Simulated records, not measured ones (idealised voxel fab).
process module | voxel ribs on slabs
cross-section cut | 185 nm wide | cells 5 nm
A cross-section is a grid of square cells, given in bands from the top down. A band is one or more rows of cells.
Each band's line starts with the height of the band's top and of its bottom, in nm. Then come its materials from left to right, each with its width in nm. One material with "throughout" fills the band from edge to edge. "air" is empty space.
Height 0 is the level under which the wafer as received is all one material. The lowest band goes on downwards, as in "0 down".
A width such as "30 to 40" changes by the same amount from each row of cells to the next, from the band's top row to its bottom row.
"no change" after a step means that no cell of the cross-section changed.
closed voids: empty space of 8 cells or more with no open way to the top, each as width x height at its distance from the left edge, in nm
after a step's settings: what the simulator itself notes on the step
overlay nm, on a step with a mask: how far to the right of its planned place the mask lay; to the left if negative
plan
1 op RECEIVE | material Si
2 op DIRECTIONAL_DEP | material SiO2 | thk nm 30
3 op DIRECTIONAL_DEP | material SiN | thk nm 20
4 op MASKED_ETCH | tone cover | mask id RIB | width nm 25 | etch materials SiN | depth nm 15 | overlay nm 0
5 op MASKED_ETCH | tone cover | mask id SLAB | width nm 75 | etch materials SiN | depth nm 5 | overlay nm 0
6 op FILL_DEP | material SiO2 | thk nm 25
7 op CMP | height nm 70
8 op DIRECTIONAL_DEP | material TiN | thk nm 5
9 op PATTERN | tone cover | mask id HEATER | material resist | width nm 35 | thk nm 20 | overlay nm 0
10 op DIRECTIONAL_ETCH | etch materials TiN | depth nm 5
11 op STRIP | etch materials resist
12 op CONFORMAL_DEP | material SiN | thk nm 5
as received, after step 1
  0 down: Si throughout
  closed voids: none
a wafer at the end: this start, this plan, one mistake
  80 to 75: air 70 | SiN 45 | air 70
  75 to 70: SiN 75 | TiN 35 | SiN 75
  70 to 55: SiO2 throughout
  55 to 40: SiO2 80 | SiN 25 | SiO2 80
  40 to 35: SiO2 55 | SiN 75 | SiO2 55
  35 to 30: SiN throughout
  30 to 0: SiO2 throughout
  0 down: Si throughout
  closed voids: none
what went wrong: step 3 ran as: op DIRECTIONAL_DEP | material SiN | thk nm 25
